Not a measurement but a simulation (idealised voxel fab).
process module | voxel wiring stack
cross-section cut | 230 nm wide | cells 5 nm
A cross-section is a grid of square cells, given in bands from the top down. A band is one or more rows of cells.
Each band's line starts with the height of the band's top and of its bottom, in nm. Then come its materials from left to right, each with its width in nm. One material with "throughout" fills the band from edge to edge. "air" is empty space.
Height 0 is the level under which the wafer as received is all one material. The lowest band goes on downwards, as in "0 down".
A width such as "30 to 40" changes by the same amount from each row of cells to the next, from the band's top row to its bottom row.
"no change" after a step means that no cell of the cross-section changed.
closed voids: empty space of 8 cells or more with no open way to the top, each as width x height at its distance from the left edge, in nm
after a step's settings: what the simulator itself notes on the step
overlay nm, on a step with a mask: how far to the right of its planned place the mask lay; to the left if negative
Each pair below shows a cross-section before one step and the cross-section after it, down to the lowest band that changed. The line under each pair gives the step between them, with its settings. The pairs can come from different runs of this module on the same starting wafer, so a pair continues from the pair above only where its "before" says so.
before
  0 down: Si throughout
  closed voids: none
after
  15 to 0: SiO2 throughout
  below 0: unchanged
  closed voids: none
the step between: op CONFORMAL_DEP | material SiO2 | thk nm 15
before: the cross-section after the pair above
after
  20 to 15: SiN throughout
  below 15: unchanged
  closed voids: none
the step between: op CONFORMAL_DEP | material SiN | thk nm 5
before: the cross-section after the pair above
after
  40 to 20: SiO2 throughout
  below 20: unchanged
  closed voids: none
the step between: op DIRECTIONAL_DEP | material SiO2 | thk nm 20
before: the cross-section after the pair above
after
  50 to 40: aC throughout
  below 40: unchanged
  closed voids: none
the step between: op DIRECTIONAL_DEP | material aC | thk nm 10
before: the cross-section after the pair above
after
  75 to 50: resist 80 | air 20 | resist 30 | air 20 | resist 80
  below 50: unchanged
  closed voids: none
the step between: op PATTERN | tone open | mask id METAL_1 | material resist | width nm 20 | pitch nm 50 | thk nm 25 | overlay nm 0
before: the cross-section after the pair above
after
  65 to 50: resist 80 | air 20 | resist 30 | air 20 | resist 80
  50 to 40: aC 80 | air 20 | aC 30 | air 20 | aC 80
  below 40: unchanged
  closed voids: none
the step between: op DIRECTIONAL_ETCH | etch materials aC | depth nm 10
before: the cross-section after the pair above
after
  50 to 40: aC 80 | air 20 | aC 30 | air 20 | aC 80
  below 40: unchanged
  closed voids: none
the step between: op STRIP | etch materials resist
before: the cross-section after the pair above
after
  50 to 40: aC 80 | air 20 | aC 30 | air 20 | aC 80
  40 to 20: SiO2 80 | air 20 | SiO2 30 | air 20 | SiO2 80
  below 20: unchanged
  closed voids: none
the step between: op DIRECTIONAL_ETCH | etch materials SiO2 | depth nm 20
before: the cross-section after the pair above
after
  50 to 40: aC 80 | air 20 | aC 30 | air 20 | aC 80
  40 to 20: SiO2 80 | air 20 | SiO2 30 | air 20 | SiO2 80
  20 to 15: SiN 80 | air 20 | SiN 30 | air 20 | SiN 80
  below 15: unchanged
  closed voids: none
the step between: op DIRECTIONAL_ETCH | etch materials SiN | depth nm 5
before: the cross-section after the pair above
after
  40 to 20: SiO2 80 | air 20 | SiO2 30 | air 20 | SiO2 80
  below 20: unchanged
  closed voids: none
the step between: op STRIP | etch materials aC
before: the cross-section after the pair above
after
  45 to 40: TiN 85 | air 10 | TiN 40 | air 10 | TiN 85
  40 to 20: SiO2 80 | TiN 5 | air 10 | TiN 5 | SiO2 30 | TiN 5 | air 10 | TiN 5 | SiO2 80
  20 to 15: SiN 80 | TiN 20 | SiN 30 | TiN 20 | SiN 80
  below 15: unchanged
  closed voids: none
the step between: op CONFORMAL_DEP | material TiN | thk nm 5
before: the cross-section after the pair above
after
  55 to 45: W throughout
  45 to 40: TiN 85 | W 10 | TiN 40 | W 10 | TiN 85
  40 to 20: SiO2 80 | TiN 5 | W 10 | TiN 5 | SiO2 30 | TiN 5 | W 10 | TiN 5 | SiO2 80
  below 20: unchanged
  closed voids: none
the step between: op FILL_DEP | material W | thk nm 10
before: the cross-section after the pair above
after
  40 to 20: SiO2 80 | TiN 5 | W 10 | TiN 5 | SiO2 30 | TiN 5 | W 10 | TiN 5 | SiO2 80
  below 20: unchanged
  closed voids: none
the step between: op CMP | height nm 40
before: the cross-section after the pair above
after
  45 to 40: air 75 | Ru 30 | air 20 | Ru 30 | air 75
  below 40: unchanged
  closed voids: none
the step between: op EPI | material Ru | thk nm 5
before: the cross-section after the pair above
after
  50 to 45: SiCN throughout
  45 to 40: SiCN 75 | Ru 30 | SiCN 20 | Ru 30 | SiCN 75
  below 40: unchanged
  closed voids: none
the step between: op FILL_DEP | material SiCN | thk nm 5
before: the cross-section after the pair above
after
  80 to 50: lowk throughout
  below 50: unchanged
  closed voids: none
the step between: op DIRECTIONAL_DEP | material lowk | thk nm 30
before: the cross-section after the pair above
after
  80 to 50: lowk 80 | air 15 | lowk 35 | air 15 | lowk 85
  below 50: unchanged
  closed voids: none
the step between: op MASKED_ETCH | tone open | mask id METAL_2_HOLES | width nm 15 | pitch nm 50 | etch materials lowk | depth nm 30 | overlay nm 0
before: the cross-section after the pair above
after
  80 to 65: lowk 80 | air 20 | lowk 30 | air 20 | lowk 80
  below 65: unchanged
  closed voids: none
the step between: op MASKED_ETCH | tone open | mask id METAL_2 | width nm 20 | pitch nm 50 | etch materials lowk | depth nm 15 | overlay nm 0
before: the cross-section after the pair above
after
  80 to 65: lowk 80 | air 20 | lowk 30 | air 20 | lowk 80
  65 to 50: lowk 80 | air 15 | lowk 35 | air 15 | lowk 85
  50 to 45: SiCN 80 | air 15 | SiCN 35 | air 15 | SiCN 85
  below 45: unchanged
  closed voids: none
the step between: op MASKED_ETCH | tone open | mask id METAL_2 | width nm 20 | pitch nm 50 | etch materials SiCN | depth nm 5 | overlay nm 0
before: the cross-section after the pair above
after
  85 to 80: TiN 85 | air 10 | TiN 40 | air 10 | TiN 85
  80 to 70: lowk 80 | TiN 5 | air 10 | TiN 5 | lowk 30 | TiN 5 | air 10 | TiN 5 | lowk 80
  70 to 65: lowk 80 | TiN 5 | air 5 | TiN 10 | lowk 30 | TiN 5 | air 5 | TiN 10 | lowk 80
  65 to 50: lowk 80 | TiN 5 | air 5 | TiN 5 | lowk 35 | TiN 5 | air 5 | TiN 5 | lowk 85
  50 to 45: SiCN 80 | TiN 15 | SiCN 35 | TiN 15 | SiCN 85
  below 45: unchanged
  closed voids: none
the step between: op CONFORMAL_DEP | material TiN | thk nm 5
before: the cross-section after the pair above
after
  90 to 85: Cu throughout
  85 to 80: TiN 85 | Cu 10 | TiN 40 | Cu 10 | TiN 85
  80 to 70: lowk 80 | TiN 5 | Cu 10 | TiN 5 | lowk 30 | TiN 5 | Cu 10 | TiN 5 | lowk 80
  70 to 65: lowk 80 | TiN 5 | Cu 5 | TiN 10 | lowk 30 | TiN 5 | Cu 5 | TiN 10 | lowk 80
  65 to 50: lowk 80 | TiN 5 | Cu 5 | TiN 5 | lowk 35 | TiN 5 | Cu 5 | TiN 5 | lowk 85
  below 50: unchanged
  closed voids: none
the step between: op FILL_DEP | material Cu | thk nm 5
before: the cross-section after the pair above
after
  80 to 70: lowk 80 | TiN 5 | Cu 10 | TiN 5 | lowk 30 | TiN 5 | Cu 10 | TiN 5 | lowk 80
  below 70: unchanged
  closed voids: none
the step between: op CMP | height nm 80
before: the cross-section after the pair above
after
  85 to 80: SiCN throughout
  below 80: unchanged
  closed voids: none
the step between: op CONFORMAL_DEP | material SiCN | thk nm 5
before: the cross-section after the pair above
after
  110 to 85: lowk throughout
  below 85: unchanged
  closed voids: none
the step between: op DIRECTIONAL_DEP | material lowk | thk nm 25
before: the cross-section after the pair above
after
  130 to 110: resist 80 | air 20 | resist 30 | air 20 | resist 80
  below 110: unchanged
  closed voids: none
the step between: op PATTERN | tone open | mask id METAL_3 | material resist | width nm 20 | pitch nm 50 | thk nm 20 | overlay nm 0
before: the cross-section after the pair above
after
  130 to 110: resist 80 | air 20 | resist 30 | air 20 | resist 80
  110 to 95: lowk 80 | air 20 | lowk 30 | air 20 | lowk 80
  below 95: unchanged
  closed voids: none
the step between: op DIRECTIONAL_ETCH | etch materials lowk | depth nm 15
before: the cross-section after the pair above
after
  110 to 95: lowk 80 | air 20 | lowk 30 | air 20 | lowk 80
  below 95: unchanged
  closed voids: none
the step between: op STRIP | etch materials resist
before: the cross-section after the pair above
after
  130 to 110: resist 80 | air 15 | resist 35 | air 15 | resist 85
  110 to 95: lowk 80 | air 15 | resist 5 | lowk 30 | air 15 | resist 5 | lowk 80
  below 95: unchanged
  closed voids: none
the step between: op PATTERN | tone open | mask id METAL_3_HOLES | material resist | width nm 15 | pitch nm 50 | thk nm 20 | overlay nm 0
before: the cross-section after the pair above
after
  130 to 110: resist 80 | air 15 | resist 35 | air 15 | resist 85
  110 to 95: lowk 80 | air 15 | resist 5 | lowk 30 | air 15 | resist 5 | lowk 80
  95 to 85: lowk 80 | air 15 | lowk 35 | air 15 | lowk 85
  below 85: unchanged
  closed voids: none
the step between: op DIRECTIONAL_ETCH | etch materials lowk | depth nm 10
before: the cross-section after the pair above
after
  130 to 110: resist 80 | air 15 | resist 35 | air 15 | resist 85
  110 to 95: lowk 80 | air 15 | resist 5 | lowk 30 | air 15 | resist 5 | lowk 80
  95 to 85: lowk 80 | air 15 | lowk 35 | air 15 | lowk 85
  85 to 80: SiCN 80 | air 15 | SiCN 35 | air 15 | SiCN 85
  below 80: unchanged
  closed voids: none
the step between: op DIRECTIONAL_ETCH | etch materials SiCN | depth nm 5
before: the cross-section after the pair above
after
  110 to 95: lowk 80 | air 20 | lowk 30 | air 20 | lowk 80
  below 95: unchanged
  closed voids: none
the step between: op STRIP | etch materials resist
before: the cross-section after the pair above
after
  115 to 110: TiN 85 | air 10 | TiN 40 | air 10 | TiN 85
  110 to 100: lowk 80 | TiN 5 | air 10 | TiN 5 | lowk 30 | TiN 5 | air 10 | TiN 5 | lowk 80
  100 to 95: lowk 80 | TiN 5 | air 5 | TiN 10 | lowk 30 | TiN 5 | air 5 | TiN 10 | lowk 80
  95 to 85: lowk 80 | TiN 5 | air 5 | TiN 5 | lowk 35 | TiN 5 | air 5 | TiN 5 | lowk 85
  85 to 80: SiCN 80 | TiN 15 | SiCN 35 | TiN 15 | SiCN 85
  below 80: unchanged
  closed voids: none
the step between: op CONFORMAL_DEP | material TiN | thk nm 5
before: the cross-section after the pair above
after
  125 to 115: Ru throughout
  115 to 110: TiN 85 | Ru 10 | TiN 40 | Ru 10 | TiN 85
  110 to 100: lowk 80 | TiN 5 | Ru 10 | TiN 5 | lowk 30 | TiN 5 | Ru 10 | TiN 5 | lowk 80
  100 to 95: lowk 80 | TiN 5 | Ru 5 | TiN 10 | lowk 30 | TiN 5 | Ru 5 | TiN 10 | lowk 80
  95 to 85: lowk 80 | TiN 5 | Ru 5 | TiN 5 | lowk 35 | TiN 5 | Ru 5 | TiN 5 | lowk 85
  below 85: unchanged
  closed voids: none
the step between: op FILL_DEP | material Ru | thk nm 10
before: the cross-section after the pair above
after
  110 to 100: lowk 80 | TiN 5 | Ru 10 | TiN 5 | lowk 30 | TiN 5 | Ru 10 | TiN 5 | lowk 80
  below 100: unchanged
  closed voids: none
the step between: op CMP | height nm 110
before: the cross-section after the pair above
after
  115 to 110: SiN throughout
  below 110: unchanged
  closed voids: none
the step between: op CONFORMAL_DEP | material SiN | thk nm 5
before
  0 down: Si throughout
  closed voids: none
after
  5 to 0: SiN throughout
  below 0: unchanged
  closed voids: none
the step between: op CONFORMAL_DEP | material SiN | thk nm 5
before: the cross-section after the pair above
after
  25 to 5: SiO2 throughout
  below 5: unchanged
  closed voids: none
the step between: op DIRECTIONAL_DEP | material SiO2 | thk nm 20
before: the cross-section after the pair above
after
  35 to 25: aC throughout
  below 25: unchanged
  closed voids: none
the step between: op DIRECTIONAL_DEP | material aC | thk nm 10
before: the cross-section after the pair above
after
  60 to 35: resist 80 | air 20 | resist 30 | air 20 | resist 80
  below 35: unchanged
  closed voids: none
the step between: op PATTERN | tone open | mask id METAL_1 | material resist | width nm 20 | pitch nm 50 | thk nm 25 | overlay nm 0
before: the cross-section after the pair above
after
  50 to 35: resist 80 | air 20 | resist 30 | air 20 | resist 80
  35 to 25: aC 80 | air 20 | aC 30 | air 20 | aC 80
  below 25: unchanged
  closed voids: none
the step between: op DIRECTIONAL_ETCH | etch materials aC | depth nm 10
before: the cross-section after the pair above
after
  35 to 25: aC 80 | air 20 | aC 30 | air 20 | aC 80
  below 25: unchanged
  closed voids: none
the step between: op STRIP | etch materials resist
before: the cross-section after the pair above
after
  35 to 25: aC 80 | air 20 | aC 30 | air 20 | aC 80
  25 to 5: SiO2 80 | air 20 | SiO2 30 | air 20 | SiO2 80
  below 5: unchanged
  closed voids: none
the step between: op DIRECTIONAL_ETCH | etch materials SiO2 | depth nm 20
before: the cross-section after the pair above
after
  35 to 25: aC 80 | air 20 | aC 30 | air 20 | aC 80
  25 to 5: SiO2 80 | air 20 | SiO2 30 | air 20 | SiO2 80
  5 to 0: SiN 80 | air 20 | SiN 30 | air 20 | SiN 80
  below 0: unchanged
  closed voids: none
the step between: op DIRECTIONAL_ETCH | etch materials SiN | depth nm 5
before: the cross-section after the pair above
after
  25 to 5: SiO2 80 | air 20 | SiO2 30 | air 20 | SiO2 80
  below 5: unchanged
  closed voids: none
the step between: op STRIP | etch materials aC
before: the cross-section after the pair above
after
  30 to 25: TiN 85 | air 10 | TiN 40 | air 10 | TiN 85
  25 to 5: SiO2 80 | TiN 5 | air 10 | TiN 5 | SiO2 30 | TiN 5 | air 10 | TiN 5 | SiO2 80
  5 to 0: SiN 80 | TiN 20 | SiN 30 | TiN 20 | SiN 80
  below 0: unchanged
  closed voids: none
the step between: op CONFORMAL_DEP | material TiN | thk nm 5
before: the cross-section after the pair above
after
  40 to 30: W throughout
  30 to 25: TiN 85 | W 10 | TiN 40 | W 10 | TiN 85
  25 to 5: SiO2 80 | TiN 5 | W 10 | TiN 5 | SiO2 30 | TiN 5 | W 10 | TiN 5 | SiO2 80
  below 5: unchanged
  closed voids: none
the step between: op FILL_DEP | material W | thk nm 10
before: the cross-section after the pair above
after
  45 to 40: Ru throughout
  below 40: unchanged
  closed voids: none
the step between: op EPI | material Ru | thk nm 5
before: the cross-section after the pair above
after
  50 to 45: SiCN throughout
  below 45: unchanged
  closed voids: none
the step between: op FILL_DEP | material SiCN | thk nm 5
before: the cross-section after the pair above
after
  80 to 50: lowk throughout
  below 50: unchanged
  closed voids: none
the step between: op DIRECTIONAL_DEP | material lowk | thk nm 30
before: the cross-section after the pair above
after
  80 to 50: lowk 80 | air 15 | lowk 35 | air 15 | lowk 85
  below 50: unchanged
  closed voids: none
the step between: op MASKED_ETCH | tone open | mask id METAL_2_HOLES | width nm 15 | pitch nm 50 | etch materials lowk | depth nm 30 | overlay nm 0
before: the cross-section after the pair above
after
  80 to 65: lowk 80 | air 20 | lowk 30 | air 20 | lowk 80
  below 65: unchanged
  closed voids: none
the step between: op MASKED_ETCH | tone open | mask id METAL_2 | width nm 20 | pitch nm 50 | etch materials lowk | depth nm 15 | overlay nm 0
before: the cross-section after the pair above
after
  80 to 65: lowk 80 | air 20 | lowk 30 | air 20 | lowk 80
  65 to 50: lowk 80 | air 15 | lowk 35 | air 15 | lowk 85
  50 to 45: SiCN 80 | air 15 | SiCN 35 | air 15 | SiCN 85
  below 45: unchanged
  closed voids: none
the step between: op MASKED_ETCH | tone open | mask id METAL_2 | width nm 20 | pitch nm 50 | etch materials SiCN | depth nm 5 | overlay nm 0
before: the cross-section after the pair above
after
  85 to 80: TiN 85 | air 10 | TiN 40 | air 10 | TiN 85
  80 to 70: lowk 80 | TiN 5 | air 10 | TiN 5 | lowk 30 | TiN 5 | air 10 | TiN 5 | lowk 80
  70 to 65: lowk 80 | TiN 5 | air 5 | TiN 10 | lowk 30 | TiN 5 | air 5 | TiN 10 | lowk 80
  65 to 50: lowk 80 | TiN 5 | air 5 | TiN 5 | lowk 35 | TiN 5 | air 5 | TiN 5 | lowk 85
  50 to 45: SiCN 80 | TiN 15 | SiCN 35 | TiN 15 | SiCN 85
  below 45: unchanged
  closed voids: none
the step between: op CONFORMAL_DEP | material TiN | thk nm 5
before: the cross-section after the pair above
after
  90 to 85: Cu throughout
  85 to 80: TiN 85 | Cu 10 | TiN 40 | Cu 10 | TiN 85
  80 to 70: lowk 80 | TiN 5 | Cu 10 | TiN 5 | lowk 30 | TiN 5 | Cu 10 | TiN 5 | lowk 80
  70 to 65: lowk 80 | TiN 5 | Cu 5 | TiN 10 | lowk 30 | TiN 5 | Cu 5 | TiN 10 | lowk 80
  65 to 50: lowk 80 | TiN 5 | Cu 5 | TiN 5 | lowk 35 | TiN 5 | Cu 5 | TiN 5 | lowk 85
  below 50: unchanged
  closed voids: none
the step between: op FILL_DEP | material Cu | thk nm 5
before: the cross-section after the pair above
after
  80 to 70: lowk 80 | TiN 5 | Cu 10 | TiN 5 | lowk 30 | TiN 5 | Cu 10 | TiN 5 | lowk 80
  below 70: unchanged
  closed voids: none
the step between: op CMP | height nm 80
before: the cross-section after the pair above
after
  85 to 80: SiCN throughout
  below 80: unchanged
  closed voids: none
the step between: op CONFORMAL_DEP | material SiCN | thk nm 5
before: the cross-section after the pair above
after
  110 to 85: lowk throughout
  below 85: unchanged
  closed voids: none
the step between: op DIRECTIONAL_DEP | material lowk | thk nm 25
before: the cross-section after the pair above
after
  130 to 110: resist 80 | air 20 | resist 30 | air 20 | resist 80
  below 110: unchanged
  closed voids: none
the step between: op PATTERN | tone open | mask id METAL_3 | material resist | width nm 20 | pitch nm 50 | thk nm 20 | overlay nm 0
before: the cross-section after the pair above
after
  130 to 110: resist 80 | air 20 | resist 30 | air 20 | resist 80
  110 to 95: lowk 80 | air 20 | lowk 30 | air 20 | lowk 80
  below 95: unchanged
  closed voids: none
the step between: op DIRECTIONAL_ETCH | etch materials lowk | depth nm 15
before: the cross-section after the pair above
after
  110 to 95: lowk 80 | air 20 | lowk 30 | air 20 | lowk 80
  below 95: unchanged
  closed voids: none
the step between: op STRIP | etch materials resist
before: the cross-section after the pair above
after
  130 to 110: resist 80 | air 15 | resist 35 | air 15 | resist 85
  110 to 95: lowk 80 | air 15 | resist 5 | lowk 30 | air 15 | resist 5 | lowk 80
  below 95: unchanged
  closed voids: none
the step between: op PATTERN | tone open | mask id METAL_3_HOLES | material resist | width nm 15 | pitch nm 50 | thk nm 20 | overlay nm 0
before: the cross-section after the pair above
after
  130 to 110: resist 80 | air 15 | resist 35 | air 15 | resist 85
  110 to 95: lowk 80 | air 15 | resist 5 | lowk 30 | air 15 | resist 5 | lowk 80
  95 to 85: lowk 80 | air 15 | lowk 35 | air 15 | lowk 85
  below 85: unchanged
  closed voids: none
the step between: op DIRECTIONAL_ETCH | etch materials lowk | depth nm 10
before: the cross-section after the pair above
after
  130 to 110: resist 80 | air 15 | resist 35 | air 15 | resist 85
  110 to 95: lowk 80 | air 15 | resist 5 | lowk 30 | air 15 | resist 5 | lowk 80
  95 to 85: lowk 80 | air 15 | lowk 35 | air 15 | lowk 85
  85 to 80: SiCN 80 | air 15 | SiCN 35 | air 15 | SiCN 85
  below 80: unchanged
  closed voids: none
the step between: op DIRECTIONAL_ETCH | etch materials SiCN | depth nm 5
before: the cross-section after the pair above
after
  110 to 95: lowk 80 | air 20 | lowk 30 | air 20 | lowk 80
  below 95: unchanged
  closed voids: none
the step between: op STRIP | etch materials resist
before: the cross-section after the pair above
after
  115 to 110: TiN 85 | air 10 | TiN 40 | air 10 | TiN 85
  110 to 100: lowk 80 | TiN 5 | air 10 | TiN 5 | lowk 30 | TiN 5 | air 10 | TiN 5 | lowk 80
  100 to 95: lowk 80 | TiN 5 | air 5 | TiN 10 | lowk 30 | TiN 5 | air 5 | TiN 10 | lowk 80
  95 to 85: lowk 80 | TiN 5 | air 5 | TiN 5 | lowk 35 | TiN 5 | air 5 | TiN 5 | lowk 85
  85 to 80: SiCN 80 | TiN 15 | SiCN 35 | TiN 15 | SiCN 85
  below 80: unchanged
  closed voids: none
the step between: op CONFORMAL_DEP | material TiN | thk nm 5
before: the cross-section after the pair above
after
  125 to 115: Ru throughout
  115 to 110: TiN 85 | Ru 10 | TiN 40 | Ru 10 | TiN 85
  110 to 100: lowk 80 | TiN 5 | Ru 10 | TiN 5 | lowk 30 | TiN 5 | Ru 10 | TiN 5 | lowk 80
  100 to 95: lowk 80 | TiN 5 | Ru 5 | TiN 10 | lowk 30 | TiN 5 | Ru 5 | TiN 10 | lowk 80
  95 to 85: lowk 80 | TiN 5 | Ru 5 | TiN 5 | lowk 35 | TiN 5 | Ru 5 | TiN 5 | lowk 85
  below 85: unchanged
  closed voids: none
the step between: op FILL_DEP | material Ru | thk nm 10
before: the cross-section after the pair above
after
  110 to 100: lowk 80 | TiN 5 | Ru 10 | TiN 5 | lowk 30 | TiN 5 | Ru 10 | TiN 5 | lowk 80
  below 100: unchanged
  closed voids: none
the step between: op CMP | height nm 110
before: the cross-section after the pair above
after
  115 to 110: SiN throughout
  below 110: unchanged
  closed voids: none
the step between: op CONFORMAL_DEP | material SiN | thk nm 5
before
  80 to 50: lowk throughout
  50 to 45: SiCN throughout
  45 to 40: SiCN 75 | Ru 30 | SiCN 20 | Ru 30 | SiCN 75
  40 to 20: SiO2 80 | TiN 5 | W 10 | TiN 5 | SiO2 30 | TiN 5 | W 10 | TiN 5 | SiO2 80
  20 to 15: SiN 80 | TiN 20 | SiN 30 | TiN 20 | SiN 80
  15 to 0: SiO2 throughout
  0 down: Si throughout
  closed voids: none
after
  110 to 50: lowk throughout
  below 50: unchanged
  closed voids: none
the step between: op DIRECTIONAL_DEP | material lowk | thk nm 30
before: the cross-section after the pair above
after
  110 to 80: lowk 80 | air 15 | lowk 35 | air 15 | lowk 85
  below 80: unchanged
  closed voids: none
the step between: op MASKED_ETCH | tone open | mask id METAL_2_HOLES | width nm 15 | pitch nm 50 | etch materials lowk | depth nm 30 | overlay nm 0
before: the cross-section after the pair above
after
  110 to 95: lowk 80 | air 20 | lowk 30 | air 20 | lowk 80
  95 to 65: lowk 80 | air 15 | lowk 35 | air 15 | lowk 85
  below 65: unchanged
  closed voids: none
the step between: op MASKED_ETCH | tone open | mask id METAL_2 | width nm 20 | pitch nm 50 | etch materials lowk | depth nm 15 | overlay nm 0
before: the cross-section after the pair above
after
  115 to 110: TiN 85 | air 10 | TiN 40 | air 10 | TiN 85
  110 to 100: lowk 80 | TiN 5 | air 10 | TiN 5 | lowk 30 | TiN 5 | air 10 | TiN 5 | lowk 80
  100 to 95: lowk 80 | TiN 5 | air 5 | TiN 10 | lowk 30 | TiN 5 | air 5 | TiN 10 | lowk 80
  95 to 70: lowk 80 | TiN 5 | air 5 | TiN 5 | lowk 35 | TiN 5 | air 5 | TiN 5 | lowk 85
  70 to 65: lowk 80 | TiN 15 | lowk 35 | TiN 15 | lowk 85
  below 65: unchanged
  closed voids: none
the step between: op CONFORMAL_DEP | material TiN | thk nm 5
before: the cross-section after the pair above
after
  120 to 115: Cu throughout
  115 to 110: TiN 85 | Cu 10 | TiN 40 | Cu 10 | TiN 85
  110 to 100: lowk 80 | TiN 5 | Cu 10 | TiN 5 | lowk 30 | TiN 5 | Cu 10 | TiN 5 | lowk 80
  100 to 95: lowk 80 | TiN 5 | Cu 5 | TiN 10 | lowk 30 | TiN 5 | Cu 5 | TiN 10 | lowk 80
  95 to 70: lowk 80 | TiN 5 | Cu 5 | TiN 5 | lowk 35 | TiN 5 | Cu 5 | TiN 5 | lowk 85
  below 70: unchanged
  closed voids: none
the step between: op FILL_DEP | material Cu | thk nm 5
before: the cross-section after the pair above
after
  80 to 70: lowk 80 | TiN 5 | Cu 5 | TiN 5 | lowk 35 | TiN 5 | Cu 5 | TiN 5 | lowk 85
  below 70: unchanged
  closed voids: none
the step between: op CMP | height nm 80
before: the cross-section after the pair above
after
  85 to 80: SiCN throughout
  below 80: unchanged
  closed voids: none
the step between: op CONFORMAL_DEP | material SiCN | thk nm 5
before: the cross-section after the pair above
after
  110 to 85: lowk throughout
  below 85: unchanged
  closed voids: none
the step between: op DIRECTIONAL_DEP | material lowk | thk nm 25
before: the cross-section after the pair above
after
  130 to 110: resist 80 | air 20 | resist 30 | air 20 | resist 80
  below 110: unchanged
  closed voids: none
the step between: op PATTERN | tone open | mask id METAL_3 | material resist | width nm 20 | pitch nm 50 | thk nm 20 | overlay nm 0
before: the cross-section after the pair above
after
  130 to 110: resist 80 | air 20 | resist 30 | air 20 | resist 80
  110 to 95: lowk 80 | air 20 | lowk 30 | air 20 | lowk 80
  below 95: unchanged
  closed voids: none
the step between: op DIRECTIONAL_ETCH | etch materials lowk | depth nm 15
before: the cross-section after the pair above
after
  110 to 95: lowk 80 | air 20 | lowk 30 | air 20 | lowk 80
  below 95: unchanged
  closed voids: none
the step between: op STRIP | etch materials resist
before: the cross-section after the pair above
after
  130 to 110: resist 80 | air 15 | resist 35 | air 15 | resist 85
  110 to 95: lowk 80 | air 15 | resist 5 | lowk 30 | air 15 | resist 5 | lowk 80
  below 95: unchanged
  closed voids: none
the step between: op PATTERN | tone open | mask id METAL_3_HOLES | material resist | width nm 15 | pitch nm 50 | thk nm 20 | overlay nm 0
before: the cross-section after the pair above
after
  130 to 110: resist 80 | air 15 | resist 35 | air 15 | resist 85
  110 to 95: lowk 80 | air 15 | resist 5 | lowk 30 | air 15 | resist 5 | lowk 80
  95 to 85: lowk 80 | air 15 | lowk 35 | air 15 | lowk 85
  below 85: unchanged
  closed voids: none
the step between: op DIRECTIONAL_ETCH | etch materials lowk | depth nm 10
before: the cross-section after the pair above
after
  130 to 110: resist 80 | air 15 | resist 35 | air 15 | resist 85
  110 to 95: lowk 80 | air 15 | resist 5 | lowk 30 | air 15 | resist 5 | lowk 80
  95 to 85: lowk 80 | air 15 | lowk 35 | air 15 | lowk 85
  85 to 80: SiCN 80 | air 15 | SiCN 35 | air 15 | SiCN 85
  below 80: unchanged
  closed voids: none
the step between: op DIRECTIONAL_ETCH | etch materials SiCN | depth nm 5
before: the cross-section after the pair above
after
  110 to 95: lowk 80 | air 20 | lowk 30 | air 20 | lowk 80
  below 95: unchanged
  closed voids: none
the step between: op STRIP | etch materials resist
before: the cross-section after the pair above
after
  115 to 110: TiN 85 | air 10 | TiN 40 | air 10 | TiN 85
  110 to 100: lowk 80 | TiN 5 | air 10 | TiN 5 | lowk 30 | TiN 5 | air 10 | TiN 5 | lowk 80
  100 to 95: lowk 80 | TiN 5 | air 5 | TiN 10 | lowk 30 | TiN 5 | air 5 | TiN 10 | lowk 80
  95 to 85: lowk 80 | TiN 5 | air 5 | TiN 5 | lowk 35 | TiN 5 | air 5 | TiN 5 | lowk 85
  85 to 80: SiCN 80 | TiN 15 | SiCN 35 | TiN 15 | SiCN 85
  below 80: unchanged
  closed voids: none
the step between: op CONFORMAL_DEP | material TiN | thk nm 5
before: the cross-section after the pair above
after
  125 to 115: Ru throughout
  115 to 110: TiN 85 | Ru 10 | TiN 40 | Ru 10 | TiN 85
  110 to 100: lowk 80 | TiN 5 | Ru 10 | TiN 5 | lowk 30 | TiN 5 | Ru 10 | TiN 5 | lowk 80
  100 to 95: lowk 80 | TiN 5 | Ru 5 | TiN 10 | lowk 30 | TiN 5 | Ru 5 | TiN 10 | lowk 80
  95 to 85: lowk 80 | TiN 5 | Ru 5 | TiN 5 | lowk 35 | TiN 5 | Ru 5 | TiN 5 | lowk 85
  below 85: unchanged
  closed voids: none
the step between: op FILL_DEP | material Ru | thk nm 10
before: the cross-section after the pair above
after
  110 to 100: lowk 80 | TiN 5 | Ru 10 | TiN 5 | lowk 30 | TiN 5 | Ru 10 | TiN 5 | lowk 80
  below 100: unchanged
  closed voids: none
the step between: op CMP | height nm 110
before: the cross-section after the pair above
after
  115 to 110: SiN throughout
  below 110: unchanged
  closed voids: none
the step between: op CONFORMAL_DEP | material SiN | thk nm 5
before
  45 to 40: air 75 | Ru 30 | air 20 | Ru 30 | air 75
  40 to 20: SiO2 80 | TiN 5 | W 10 | TiN 5 | SiO2 30 | TiN 5 | W 10 | TiN 5 | SiO2 80
  20 to 15: SiN 80 | TiN 20 | SiN 30 | TiN 20 | SiN 80
  15 to 0: SiO2 throughout
  0 down: Si throughout
  closed voids: none
after
  75 to 70: air 75 | lowk 30 | air 20 | lowk 30 | air 75
  70 to 45: lowk throughout
  45 to 40: lowk 75 | Ru 30 | lowk 20 | Ru 30 | lowk 75
  below 40: unchanged
  closed voids: none
the step between: op DIRECTIONAL_DEP | material lowk | thk nm 30
before: the cross-section after the pair above
after
  80 to 75: SiCN throughout
  75 to 70: SiCN 75 | lowk 30 | SiCN 20 | lowk 30 | SiCN 75
  below 70: unchanged
  closed voids: none
the step between: op FILL_DEP | material SiCN | thk nm 5
before: the cross-section after the pair above
after
  80 to 75: SiCN 80 | air 20 | SiCN 30 | air 20 | SiCN 80
  below 75: unchanged
  closed voids: none
the step between: op MASKED_ETCH | tone open | mask id METAL_2 | width nm 20 | pitch nm 50 | etch materials SiCN | depth nm 5 | overlay nm 0
before: the cross-section after the pair above
after
  85 to 80: TiN 85 | air 10 | TiN 40 | air 10 | TiN 85
  80 to 75: SiCN 80 | TiN 20 | SiCN 30 | TiN 20 | SiCN 80
  below 75: unchanged
  closed voids: none
the step between: op CONFORMAL_DEP | material TiN | thk nm 5
before: the cross-section after the pair above
after
  90 to 85: Cu throughout
  85 to 80: TiN 85 | Cu 10 | TiN 40 | Cu 10 | TiN 85
  below 80: unchanged
  closed voids: none
the step between: op FILL_DEP | material Cu | thk nm 5
before: the cross-section after the pair above
after
  80 to 75: SiCN 80 | TiN 20 | SiCN 30 | TiN 20 | SiCN 80
  below 75: unchanged
  closed voids: none
the step between: op CMP | height nm 80
before: the cross-section after the pair above
after
  85 to 80: SiCN throughout
  below 80: unchanged
  closed voids: none
the step between: op CONFORMAL_DEP | material SiCN | thk nm 5
before: the cross-section after the pair above
after
  110 to 85: lowk throughout
  below 85: unchanged
  closed voids: none
the step between: op DIRECTIONAL_DEP | material lowk | thk nm 25
before: the cross-section after the pair above
after
  130 to 110: resist 80 | air 20 | resist 30 | air 20 | resist 80
  below 110: unchanged
  closed voids: none
the step between: op PATTERN | tone open | mask id METAL_3 | material resist | width nm 20 | pitch nm 50 | thk nm 20 | overlay nm 0
